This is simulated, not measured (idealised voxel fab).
Name of the process module below: voxel ribs on slabs
The width of the displayed cross-section, cut, is 190 nm; its cells are square, with a size of 5 nm.
We lay out every cross-section as a grid of square cells and spell it out in bands from the top down, where one band means one or more rows of cells.
For a band, the entry starts with two heights in nm, that of the top and then that of the bottom, and carries on with the band's materials in order from left to right, each alongside its width in nm; the word "full width" beside a single material means it fills the band edge to edge, and "empty" means empty space.
Beneath 0, the wafer as received is one material, and that level is where height counting begins. The lowest band goes on downward without a bottom; it is written like "0 down".
When a width is written as two numbers, as in "30..40", the first number is the width in the top row of cells of the band and the second is the width in its bottom row, and the width changes by the same amount from each row to the next.
Reading "changes: none" for a step: not a cell of the cross-section changed in it.
Any empty space of 8 cells or more lacking an open way to the top shows up in "Entrapped voids" as width x height at distance, distance from the left edge, in nm.
The remark found on a step's line after its settings is issued by the simulator itself and pertains to that step.
The optional step-line setting "overlay nm" applies to steps with a mask and quantifies how far to the right of its planned location the mask lay, a negative value indicating leftward placement.
How should the pairs below be read? Each gives the cross-section before one process step and the cross-section after it, the latter drawn only to the lowest band that changed; the step that lies between them, with its settings, appears under the pair. Does a pair pick up where the pair above left off? Only where its entry headed "Prior to step" says so, since pairs can come from different runs of this module on the same starting wafer.
Prior to step:
	0 down = Si full width
	Entrapped voids: none
Resulting Structure:
	25 to 0 = SiO2 full width
	Everything under 0 stays put, no change at all.
	Entrapped voids: none
What was done to get from the upper cross-section to the lower one? DIRECTIONAL_DEP, material SiO2, thk nm 25
Prior to step: cross-section not repeated; it is the one shown after the step in the pair just above.
Resulting Structure:
	40 to 25 = SiN full width
	Everything under 25 stays put, no change at all.
	Entrapped voids: none
What was done to get from the upper cross-section to the lower one? DIRECTIONAL_DEP, material SiN, thk nm 15
Prior to step: cross-section not repeated; it is the one shown after the step in the pair just above.
Resulting Structure:
	60 to 40 = 80 of empty / 25 of resist / 85 of empty
	Everything under 40 stays put, no change at all.
	Entrapped voids: none
What was done to get from the upper cross-section to the lower one? PATTERN, tone cover, mask id RIB, material resist, width nm 25, thk nm 20, overlay nm 0
Prior to step: cross-section not repeated; it is the one shown after the step in the pair just above.
Resulting Structure:
	60 to 40 = 80 of empty / 25 of resist / 85 of empty
	40 to 30 = 80 of empty / 25 of SiN / 85 of empty
	Everything under 30 stays put, no change at all.
	Entrapped voids: none
What was done to get from the upper cross-section to the lower one? DIRECTIONAL_ETCH, etch materials SiN, depth nm 10
Prior to step: cross-section not repeated; it is the one shown after the step in the pair just above.
Resulting Structure:
	40 to 30 = 80 of empty / 25 of SiN / 85 of empty
	Everything under 30 stays put, no change at all.
	Entrapped voids: none
What was done to get from the upper cross-section to the lower one? STRIP, etch materials resist
Prior to step: cross-section not repeated; it is the one shown after the step in the pair just above.
Resulting Structure:
	40 to 30 = 80 of empty / 25 of SiN / 85 of empty
	30 to 25 = 55 of empty / 75 of SiN / 60 of empty
	Everything under 25 stays put, no change at all.
	Entrapped voids: none
What was done to get from the upper cross-section to the lower one? MASKED_ETCH, tone cover, mask id SLAB, width nm 75, etch materials SiN, depth nm 5, overlay nm 0
Prior to step: cross-section not repeated; it is the one shown after the step in the pair just above.
Resulting Structure:
	55 to 40 = SiO2 full width
	40 to 30 = 80 of SiO2 / 25 of SiN / 85 of SiO2
	30 to 25 = 55 of SiO2 / 75 of SiN / 60 of SiO2
	Everything under 25 stays put, no change at all.
	Entrapped voids: none
What was done to get from the upper cross-section to the lower one? FILL_DEP, material SiO2, thk nm 15
Prior to step: cross-section not repeated; it is the one shown after the step in the pair just above.
Resulting Structure:
	50 to 40 = SiO2 full width
	Everything under 40 stays put, no change at all.
	Entrapped voids: none
What was done to get from the upper cross-section to the lower one? CMP, height nm 50
Prior to step: cross-section not repeated; it is the one shown after the step in the pair just above.
Resulting Structure:
	55 to 50 = W full width
	Everything under 50 stays put, no change at all.
	Entrapped voids: none
What was done to get from the upper cross-section to the lower one? DIRECTIONAL_DEP, material W, thk nm 5
Prior to step: cross-section not repeated; it is the one shown after the step in the pair just above.
Resulting Structure:
	75 to 55 = 75 of empty / 35 of resist / 80 of empty
	Everything under 55 stays put, no change at all.
	Entrapped voids: none
What was done to get from the upper cross-section to the lower one? PATTERN, tone cover, mask id HEATER, material resist, width nm 35, thk nm 20, overlay nm 0
Prior to step: cross-section not repeated; it is the one shown after the step in the pair just above.
Resulting Structure:
	75 to 55 = 75 of empty / 35 of resist / 80 of empty
	55 to 50 = 75 of empty / 35 of W / 80 of empty
	Everything under 50 stays put, no change at all.
	Entrapped voids: none
What was done to get from the upper cross-section to the lower one? DIRECTIONAL_ETCH, etch materials W, depth nm 5
Prior to step: cross-section not repeated; it is the one shown after the step in the pair just above.
Resulting Structure:
	55 to 50 = 75 of empty / 35 of W / 80 of empty
	Everything under 50 stays put, no change at all.
	Entrapped voids: none
What was done to get from the upper cross-section to the lower one? STRIP, etch materials resist
Prior to step: cross-section not repeated; it is the one shown after the step in the pair just above.
Resulting Structure:
	65 to 60 = 65 of empty / 55 of SiN / 70 of empty
	60 to 55 = SiN full width
	55 to 50 = 75 of SiN / 35 of W / 80 of SiN
	Everything under 50 stays put, no change at all.
	Entrapped voids: none
What was done to get from the upper cross-section to the lower one? CONFORMAL_DEP, material SiN, thk nm 10
Prior to step:
	40 to 25 = SiN full width
	25 to 0 = SiO2 full width
	0 down = Si full width
	Entrapped voids: none
Resulting Structure:
	55 to 25 = SiN full width
	Everything under 25 stays put, no change at all.
	Entrapped voids: none
What was done to get from the upper cross-section to the lower one? DIRECTIONAL_DEP, material SiN, thk nm 15
Prior to step: cross-section not repeated; it is the one shown after the step in the pair just above.
Resulting Structure:
	75 to 55 = 80 of empty / 25 of resist / 85 of empty
	Everything under 55 stays put, no change at all.
	Entrapped voids: none
What was done to get from the upper cross-section to the lower one? PATTERN, tone cover, mask id RIB, material resist, width nm 25, thk nm 20, overlay nm 0
Prior to step: cross-section not repeated; it is the one shown after the step in the pair just above.
Resulting Structure:
	75 to 55 = 80 of empty / 25 of resist / 85 of empty
	55 to 45 = 80 of empty / 25 of SiN / 85 of empty
	Everything under 45 stays put, no change at all.
	Entrapped voids: none
What was done to get from the upper cross-section to the lower one? DIRECTIONAL_ETCH, etch materials SiN, depth nm 10
Prior to step: cross-section not repeated; it is the one shown after the step in the pair just above.
Resulting Structure:
	55 to 45 = 80 of empty / 25 of SiN / 85 of empty
	Everything under 45 stays put, no change at all.
	Entrapped voids: none
What was done to get from the upper cross-section to the lower one? STRIP, etch materials resist
Prior to step: cross-section not repeated; it is the one shown after the step in the pair just above.
Resulting Structure:
	55 to 45 = 80 of empty / 25 of SiN / 85 of empty
	45 to 40 = 55 of empty / 75 of SiN / 60 of empty
	Everything under 40 stays put, no change at all.
	Entrapped voids: none
What was done to get from the upper cross-section to the lower one? MASKED_ETCH, tone cover, mask id SLAB, width nm 75, etch materials SiN, depth nm 5, overlay nm 0
Prior to step: cross-section not repeated; it is the one shown after the step in the pair just above.
Resulting Structure:
	70 to 55 = SiO2 full width
	55 to 45 = 80 of SiO2 / 25 of SiN / 85 of SiO2
	45 to 40 = 55 of SiO2 / 75 of SiN / 60 of SiO2
	Everything under 40 stays put, no change at all.
	Entrapped voids: none
What was done to get from the upper cross-section to the lower one? FILL_DEP, material SiO2, thk nm 15
Prior to step: cross-section not repeated; it is the one shown after the step in the pair just above.
Resulting Structure:
	50 to 40 = 80..55 of SiO2 / 25..75 of SiN / 85..60 of SiO2
	Everything under 40 stays put, no change at all.
	Entrapped voids: none
What was done to get from the upper cross-section to the lower one? CMP, height nm 50
Prior to step: cross-section not repeated; it is the one shown after the step in the pair just above.
Resulting Structure:
	55 to 50 = W full width
	Everything under 50 stays put, no change at all.
	Entrapped voids: none
What was done to get from the upper cross-section to the lower one? DIRECTIONAL_DEP, material W, thk nm 5
Prior to step: cross-section not repeated; it is the one shown after the step in the pair just above.
Resulting Structure:
	75 to 55 = 75 of empty / 35 of resist / 80 of empty
	Everything under 55 stays put, no change at all.
	Entrapped voids: none
What was done to get from the upper cross-section to the lower one? PATTERN, tone cover, mask id HEATER, material resist, width nm 35, thk nm 20, overlay nm 0
Prior to step: cross-section not repeated; it is the one shown after the step in the pair just above.
Resulting Structure:
	75 to 55 = 75 of empty / 35 of resist / 80 of empty
	55 to 50 = 75 of empty / 35 of W / 80 of empty
	Everything under 50 stays put, no change at all.
	Entrapped voids: none
What was done to get from the upper cross-section to the lower one? DIRECTIONAL_ETCH, etch materials W, depth nm 5
Prior to step: cross-section not repeated; it is the one shown after the step in the pair just above.
Resulting Structure:
	55 to 50 = 75 of empty / 35 of W / 80 of empty
	Everything under 50 stays put, no change at all.
	Entrapped voids: none
What was done to get from the upper cross-section to the lower one? STRIP, etch materials resist
Prior to step: cross-section not repeated; it is the one shown after the step in the pair just above.
Resulting Structure:
	65 to 60 = 65 of empty / 55 of SiN / 70 of empty
	60 to 55 = SiN full width
	55 to 50 = 75 of SiN / 35 of W / 80 of SiN
	Everything under 50 stays put, no change at all.
	Entrapped voids: none
What was done to get from the upper cross-section to the lower one? CONFORMAL_DEP, material SiN, thk nm 10
Prior to step:
	0 down = Si full width
	Entrapped voids: none
Resulting Structure:
	15 to 0 = SiN full width
	Everything under 0 stays put, no change at all.
	Entrapped voids: none
What was done to get from the upper cross-section to the lower one? DIRECTIONAL_DEP, material SiN, thk nm 15
Prior to step: cross-section not repeated; it is the one shown after the step in the pair just above.
Resulting Structure:
	40 to 15 = SiO2 full width
	Everything under 15 stays put, no change at all.
	Entrapped voids: none
What was done to get from the upper cross-section to the lower one? DIRECTIONAL_DEP, material SiO2, thk nm 25
Prior to step: cross-section not repeated; it is the one shown after the step in the pair just above.
Resulting Structure:
	60 to 40 = 80 of empty / 25 of resist / 85 of empty
	Everything under 40 stays put, no change at all.
	Entrapped voids: none
What was done to get from the upper cross-section to the lower one? PATTERN, tone cover, mask id RIB, material resist, width nm 25, thk nm 20, overlay nm 0
Prior to step: cross-section not repeated; it is the one shown after the step in the pair just above.
Resulting Structure:
	40 to 15 = SiO2 full width
	Everything under 15 stays put, no change at all.
	Entrapped voids: none
What was done to get from the upper cross-section to the lower one? STRIP, etch materials resist
Prior to step: cross-section not repeated; it is the one shown after the step in the pair just above.
Resulting Structure:
	55 to 15 = SiO2 full width
	Everything under 15 stays put, no change at all.
	Entrapped voids: none
What was done to get from the upper cross-section to the lower one? FILL_DEP, material SiO2, thk nm 15
Prior to step: cross-section not repeated; it is the one shown after the step in the pair just above.
Resulting Structure:
	50 to 15 = SiO2 full width
	Everything under 15 stays put, no change at all.
	Entrapped voids: none
What was done to get from the upper cross-section to the lower one? CMP, height nm 50
Prior to step: cross-section not repeated; it is the one shown after the step in the pair just above.
Resulting Structure:
	55 to 50 = W full width
	Everything under 50 stays put, no change at all.
	Entrapped voids: none
What was done to get from the upper cross-section to the lower one? DIRECTIONAL_DEP, material W, thk nm 5
Prior to step: cross-section not repeated; it is the one shown after the step in the pair just above.
Resulting Structure:
	75 to 55 = 75 of empty / 35 of resist / 80 of empty
	Everything under 55 stays put, no change at all.
	Entrapped voids: none
What was done to get from the upper cross-section to the lower one? PATTERN, tone cover, mask id HEATER, material resist, width nm 35, thk nm 20, overlay nm 0
Prior to step: cross-section not repeated; it is the one shown after the step in the pair just above.
Resulting Structure:
	75 to 55 = 75 of empty / 35 of resist / 80 of empty
	55 to 50 = 75 of empty / 35 of W / 80 of empty
	Everything under 50 stays put, no change at all.
	Entrapped voids: none
What was done to get from the upper cross-section to the lower one? DIRECTIONAL_ETCH, etch materials W, depth nm 5
Prior to step: cross-section not repeated; it is the one shown after the step in the pair just above.
Resulting Structure:
	55 to 50 = 75 of empty / 35 of W / 80 of empty
	Everything under 50 stays put, no change at all.
	Entrapped voids: none
What was done to get from the upper cross-section to the lower one? STRIP, etch materials resist
Prior to step: cross-section not repeated; it is the one shown after the step in the pair just above.
Resulting Structure:
	65 to 60 = 65 of empty / 55 of SiN / 70 of empty
	60 to 55 = SiN full width
	55 to 50 = 75 of SiN / 35 of W / 80 of SiN
	Everything under 50 stays put, no change at all.
	Entrapped voids: none
What was done to get from the upper cross-section to the lower one? CONFORMAL_DEP, material SiN, thk nm 10
Prior to step:
	25 to 0 = SiO2 full width
	0 down = Si full width
	Entrapped voids: none
Resulting Structure:
	50 to 25 = SiN full width
	Everything under 25 stays put, no change at all.
	Entrapped voids: none
What was done to get from the upper cross-section to the lower one? DIRECTIONAL_DEP, material SiN, thk nm 25
Prior to step: cross-section not repeated; it is the one shown after the step in the pair just above.
Resulting Structure:
	70 to 50 = 80 of empty / 25 of resist / 85 of empty
	Everything under 50 stays put, no change at all.
	Entrapped voids: none
What was done to get from the upper cross-section to the lower one? PATTERN, tone cover, mask id RIB, material resist, width nm 25, thk nm 20, overlay nm 0
Prior to step: cross-section not repeated; it is the one shown after the step in the pair just above.
Resulting Structure:
	70 to 50 = 80 of empty / 25 of resist / 85 of empty
	50 to 40 = 80 of empty / 25 of SiN / 85 of empty
	Everything under 40 stays put, no change at all.
	Entrapped voids: none
What was done to get from the upper cross-section to the lower one? DIRECTIONAL_ETCH, etch materials SiN, depth nm 10
Prior to step: cross-section not repeated; it is the one shown after the step in the pair just above.
Resulting Structure:
	50 to 40 = 80 of empty / 25 of SiN / 85 of empty
	Everything under 40 stays put, no change at all.
	Entrapped voids: none
What was done to get from the upper cross-section to the lower one? STRIP, etch materials resist
Prior to step: cross-section not repeated; it is the one shown after the step in the pair just above.
Resulting Structure:
	50 to 40 = 80 of empty / 25 of SiN / 85 of empty
	40 to 35 = 55 of empty / 75 of SiN / 60 of empty
	Everything under 35 stays put, no change at all.
	Entrapped voids: none
What was done to get from the upper cross-section to the lower one? MASKED_ETCH, tone cover, mask id SLAB, width nm 75, etch materials SiN, depth nm 5, overlay nm 0
Prior to step: cross-section not repeated; it is the one shown after the step in the pair just above.
Resulting Structure:
	65 to 50 = SiO2 full width
	50 to 40 = 80 of SiO2 / 25 of SiN / 85 of SiO2
	40 to 35 = 55 of SiO2 / 75 of SiN / 60 of SiO2
	Everything under 35 stays put, no change at all.
	Entrapped voids: none
What was done to get from the upper cross-section to the lower one? FILL_DEP, material SiO2, thk nm 15
Prior to step: cross-section not repeated; it is the one shown after the step in the pair just above.
Resulting Structure:
	50 to 40 = 80 of SiO2 / 25 of SiN / 85 of SiO2
	Everything under 40 stays put, no change at all.
	Entrapped voids: none
What was done to get from the upper cross-section to the lower one? CMP, height nm 50
Prior to step: cross-section not repeated; it is the one shown after the step in the pair just above.
Resulting Structure:
	55 to 50 = W full width
	Everything under 50 stays put, no change at all.
	Entrapped voids: none
What was done to get from the upper cross-section to the lower one? DIRECTIONAL_DEP, material W, thk nm 5
Prior to step: cross-section not repeated; it is the one shown after the step in the pair just above.
Resulting Structure:
	75 to 55 = 75 of empty / 35 of resist / 80 of empty
	Everything under 55 stays put, no change at all.
	Entrapped voids: none
What was done to get from the upper cross-section to the lower one? PATTERN, tone cover, mask id HEATER, material resist, width nm 35, thk nm 20, overlay nm 0
Prior to step: cross-section not repeated; it is the one shown after the step in the pair just above.
Resulting Structure:
	75 to 55 = 75 of empty / 35 of resist / 80 of empty
	55 to 50 = 75 of empty / 35 of W / 80 of empty
	Everything under 50 stays put, no change at all.
	Entrapped voids: none
What was done to get from the upper cross-section to the lower one? DIRECTIONAL_ETCH, etch materials W, depth nm 5
Prior to step: cross-section not repeated; it is the one shown after the step in the pair just above.
Resulting Structure:
	55 to 50 = 75 of empty / 35 of W / 80 of empty
	Everything under 50 stays put, no change at all.
	Entrapped voids: none
What was done to get from the upper cross-section to the lower one? STRIP, etch materials resist
Prior to step: cross-section not repeated; it is the one shown after the step in the pair just above.
Resulting Structure:
	65 to 60 = 65 of empty / 55 of SiN / 70 of empty
	60 to 55 = SiN full width
	55 to 50 = 75 of SiN / 35 of W / 80 of SiN
	Everything under 50 stays put, no change at all.
	Entrapped voids: none
What was done to get from the upper cross-section to the lower one? CONFORMAL_DEP, material SiN, thk nm 10
Prior to step:
	55 to 50 = W full width
	50 to 40 = SiO2 full width
	40 to 30 = 80 of SiO2 / 25 of SiN / 85 of SiO2
	30 to 25 = 55 of SiO2 / 75 of SiN / 60 of SiO2
	25 to 0 = SiO2 full width
	0 down = Si full width
	Entrapped voids: none
Resulting Structure:
	75 to 55 = 80 of empty / 25 of resist / 85 of empty
	Everything under 55 stays put, no change at all.
	Entrapped voids: none
What was done to get from the upper cross-section to the lower one? PATTERN, tone cover, mask id HEATER, material resist, width nm 25, thk nm 20, overlay nm 0
Prior to step: cross-section not repeated; it is the one shown after the step in the pair just above.
Resulting Structure:
	75 to 55 = 80 of empty / 25 of resist / 85 of empty
	55 to 50 = 80 of empty / 25 of W / 85 of empty
	Everything under 50 stays put, no change at all.
	Entrapped voids: none
What was done to get from the upper cross-section to the lower one? DIRECTIONAL_ETCH, etch materials W, depth nm 5
Prior to step: cross-section not repeated; it is the one shown after the step in the pair just above.
Resulting Structure:
	55 to 50 = 80 of empty / 25 of W / 85 of empty
	Everything under 50 stays put, no change at all.
	Entrapped voids: none
What was done to get from the upper cross-section to the lower one? STRIP, etch materials resist
Prior to step: cross-section not repeated; it is the one shown after the step in the pair just above.
Resulting Structure:
	65 to 60 = 70 of empty / 45 of SiN / 75 of empty
	60 to 55 = SiN full width
	55 to 50 = 80 of SiN / 25 of W / 85 of SiN
	Everything under 50 stays put, no change at all.
	Entrapped voids: none
What was done to get from the upper cross-section to the lower one? CONFORMAL_DEP, material SiN, thk nm 10
Prior to step:
	40 to 25 = SiN full width
	25 to 0 = SiO2 full width
	0 down = Si full width
	Entrapped voids: none
Resulting Structure:
	60 to 40 = 70 of empty / 25 of resist / 95 of empty
	Everything under 40 stays put, no change at all.
	Entrapped voids: none
What was done to get from the upper cross-section to the lower one? PATTERN, tone cover, mask id RIB, material resist, width nm 25, thk nm 20, overlay nm -10
Prior to step: cross-section not repeated; it is the one shown after the step in the pair just above.
Resulting Structure:
	60 to 40 = 70 of empty / 25 of resist / 95 of empty
	40 to 30 = 70 of empty / 25 of SiN / 95 of empty
	Everything under 30 stays put, no change at all.
	Entrapped voids: none
What was done to get from the upper cross-section to the lower one? DIRECTIONAL_ETCH, etch materials SiN, depth nm 10
Prior to step: cross-section not repeated; it is the one shown after the step in the pair just above.
Resulting Structure:
	40 to 30 = 70 of empty / 25 of SiN / 95 of empty
	Everything under 30 stays put, no change at all.
	Entrapped voids: none
What was done to get from the upper cross-section to the lower one? STRIP, etch materials resist
Prior to step: cross-section not repeated; it is the one shown after the step in the pair just above.
Resulting Structure:
	40 to 30 = 70 of empty / 25 of SiN / 95 of empty
	30 to 25 = 55 of empty / 75 of SiN / 60 of empty
	Everything under 25 stays put, no change at all.
	Entrapped voids: none
What was done to get from the upper cross-section to the lower one? MASKED_ETCH, tone cover, mask id SLAB, width nm 75, etch materials SiN, depth nm 5, overlay nm 0
Prior to step: cross-section not repeated; it is the one shown after the step in the pair just above.
Resulting Structure:
	55 to 40 = SiO2 full width
	40 to 30 = 70 of SiO2 / 25 of SiN / 95 of SiO2
	30 to 25 = 55 of SiO2 / 75 of SiN / 60 of SiO2
	Everything under 25 stays put, no change at all.
	Entrapped voids: none
What was done to get from the upper cross-section to the lower one? FILL_DEP, material SiO2, thk nm 15
Prior to step: cross-section not repeated; it is the one shown after the step in the pair just above.
Resulting Structure:
	50 to 40 = SiO2 full width
	Everything under 40 stays put, no change at all.
	Entrapped voids: none
What was done to get from the upper cross-section to the lower one? CMP, height nm 50
Prior to step: cross-section not repeated; it is the one shown after the step in the pair just above.
Resulting Structure:
	55 to 50 = W full width
	Everything under 50 stays put, no change at all.
	Entrapped voids: none
What was done to get from the upper cross-section to the lower one? DIRECTIONAL_DEP, material W, thk nm 5
Prior to step: cross-section not repeated; it is the one shown after the step in the pair just above.
Resulting Structure:
	75 to 55 = 75 of empty / 35 of resist / 80 of empty
	Everything under 55 stays put, no change at all.
	Entrapped voids: none
What was done to get from the upper cross-section to the lower one? PATTERN, tone cover, mask id HEATER, material resist, width nm 35, thk nm 20, overlay nm 0
Prior to step: cross-section not repeated; it is the one shown after the step in the pair just above.
Resulting Structure:
	75 to 55 = 75 of empty / 35 of resist / 80 of empty
	55 to 50 = 75 of empty / 35 of W / 80 of empty
	Everything under 50 stays put, no change at all.
	Entrapped voids: none
What was done to get from the upper cross-section to the lower one? DIRECTIONAL_ETCH, etch materials W, depth nm 5
Prior to step: cross-section not repeated; it is the one shown after the step in the pair just above.
Resulting Structure:
	55 to 50 = 75 of empty / 35 of W / 80 of empty
	Everything under 50 stays put, no change at all.
	Entrapped voids: none
What was done to get from the upper cross-section to the lower one? STRIP, etch materials resist
Prior to step: cross-section not repeated; it is the one shown after the step in the pair just above.
Resulting Structure:
	65 to 60 = 65 of empty / 55 of SiN / 70 of empty
	60 to 55 = SiN full width
	55 to 50 = 75 of SiN / 35 of W / 80 of SiN
	Everything under 50 stays put, no change at all.
	Entrapped voids: none
What was done to get from the upper cross-section to the lower one? CONFORMAL_DEP, material SiN, thk nm 10
Prior to step:
	25 to 0 = SiO2 full width
	0 down = Si full width
	Entrapped voids: none
Resulting Structure:
	40 to 25 = W full width
	Everything under 25 stays put, no change at all.
	Entrapped voids: none
What was done to get from the upper cross-section to the lower one? DIRECTIONAL_DEP, material W, thk nm 15
Prior to step: cross-section not repeated; it is the one shown after the step in the pair just above.
Resulting Structure:
	60 to 40 = 80 of empty / 25 of resist / 85 of empty
	Everything under 40 stays put, no change at all.
	Entrapped voids: none
What was done to get from the upper cross-section to the lower one? PATTERN, tone cover, mask id RIB, material resist, width nm 25, thk nm 20, overlay nm 0
Prior to step: cross-section not repeated; it is the one shown after the step in the pair just above.
Resulting Structure:
	40 to 25 = W full width
	Everything under 25 stays put, no change at all.
	Entrapped voids: none
What was done to get from the upper cross-section to the lower one? STRIP, etch materials resist
Prior to step: cross-section not repeated; it is the one shown after the step in the pair just above.
Resulting Structure:
	55 to 40 = SiO2 full width
	Everything under 40 stays put, no change at all.
	Entrapped voids: none
What was done to get from the upper cross-section to the lower one? FILL_DEP, material SiO2, thk nm 15
Prior to step: cross-section not repeated; it is the one shown after the step in the pair just above.
Resulting Structure:
	50 to 40 = SiO2 full width
	Everything under 40 stays put, no change at all.
	Entrapped voids: none
What was done to get from the upper cross-section to the lower one? CMP, height nm 50
Prior to step: cross-section not repeated; it is the one shown after the step in the pair just above.
Resulting Structure:
	55 to 50 = W full width
	Everything under 50 stays put, no change at all.
	Entrapped voids: none
What was done to get from the upper cross-section to the lower one? DIRECTIONAL_DEP, material W, thk nm 5
Prior to step: cross-section not repeated; it is the one shown after the step in the pair just above.
Resulting Structure:
	75 to 55 = 75 of empty / 35 of resist / 80 of empty
	Everything under 55 stays put, no change at all.
	Entrapped voids: none
What was done to get from the upper cross-section to the lower one? PATTERN, tone cover, mask id HEATER, material resist, width nm 35, thk nm 20, overlay nm 0
Prior to step: cross-section not repeated; it is the one shown after the step in the pair just above.
Resulting Structure:
	75 to 55 = 75 of empty / 35 of resist / 80 of empty
	55 to 50 = 75 of empty / 35 of W / 80 of empty
	Everything under 50 stays put, no change at all.
	Entrapped voids: none
What was done to get from the upper cross-section to the lower one? DIRECTIONAL_ETCH, etch materials W, depth nm 5
Prior to step: cross-section not repeated; it is the one shown after the step in the pair just above.
Resulting Structure:
	55 to 50 = 75 of empty / 35 of W / 80 of empty
	Everything under 50 stays put, no change at all.
	Entrapped voids: none
What was done to get from the upper cross-section to the lower one? STRIP, etch materials resist
Prior to step: cross-section not repeated; it is the one shown after the step in the pair just above.
Resulting Structure:
	65 to 60 = 65 of empty / 55 of SiN / 70 of empty
	60 to 55 = SiN full width
	55 to 50 = 75 of SiN / 35 of W / 80 of SiN
	Everything under 50 stays put, no change at all.
	Entrapped voids: none
What was done to get from the upper cross-section to the lower one? CONFORMAL_DEP, material SiN, thk nm 10
Prior to step:
	40 to 30 = 80 of empty / 25 of SiN / 85 of empty
	30 to 25 = SiN full width
	25 to 0 = SiO2 full width
	0 down = Si full width
	Entrapped voids: none
Resulting Structure:
	35 to 30 = 80 of empty / 25 of SiN / 85 of empty
	30 to 25 = 55 of SiN / 25 of empty / 25 of SiN / 25 of empty / 60 of SiN
	Everything under 25 stays put, no change at all.
	Entrapped voids: none
What was done to get from the upper cross-section to the lower one? MASKED_ETCH, tone open, mask id SLAB, width nm 75, etch materials SiN, depth nm 5, overlay nm 0
Prior to step: cross-section not repeated; it is the one shown after the step in the pair just above.
Resulting Structure:
	50 to 35 = SiO2 full width
	35 to 30 = 80 of SiO2 / 25 of SiN / 85 of SiO2
	30 to 25 = 55 of SiN / 25 of SiO2 / 25 of SiN / 25 of SiO2 / 60 of SiN
	Everything under 25 stays put, no change at all.
	Entrapped voids: none
What was done to get from the upper cross-section to the lower one? FILL_DEP, material SiO2, thk nm 15
Prior to step: cross-section not repeated; it is the one shown after the step in the pair just above.
Resulting Structure:
	55 to 50 = W full width
	Everything under 50 stays put, no change at all.
	Entrapped voids: none
What was done to get from the upper cross-section to the lower one? DIRECTIONAL_DEP, material W, thk nm 5
Prior to step: cross-section not repeated; it is the one shown after the step in the pair just above.
Resulting Structure:
	75 to 55 = 75 of empty / 35 of resist / 80 of empty
	Everything under 55 stays put, no change at all.
	Entrapped voids: none
What was done to get from the upper cross-section to the lower one? PATTERN, tone cover, mask id HEATER, material resist, width nm 35, thk nm 20, overlay nm 0
Prior to step: cross-section not repeated; it is the one shown after the step in the pair just above.
Resulting Structure:
	75 to 55 = 75 of empty / 35 of resist / 80 of empty
	55 to 50 = 75 of empty / 35 of W / 80 of empty
	Everything under 50 stays put, no change at all.
	Entrapped voids: none
What was done to get from the upper cross-section to the lower one? DIRECTIONAL_ETCH, etch materials W, depth nm 5
Prior to step: cross-section not repeated; it is the one shown after the step in the pair just above.
Resulting Structure:
	55 to 50 = 75 of empty / 35 of W / 80 of empty
	Everything under 50 stays put, no change at all.
	Entrapped voids: none
What was done to get from the upper cross-section to the lower one? STRIP, etch materials resist
Prior to step: cross-section not repeated; it is the one shown after the step in the pair just above.
Resulting Structure:
	65 to 60 = 65 of empty / 55 of SiN / 70 of empty
	60 to 55 = SiN full width
	55 to 50 = 75 of SiN / 35 of W / 80 of SiN
	Everything under 50 stays put, no change at all.
	Entrapped voids: none
What was done to get from the upper cross-section to the lower one? CONFORMAL_DEP, material SiN, thk nm 10
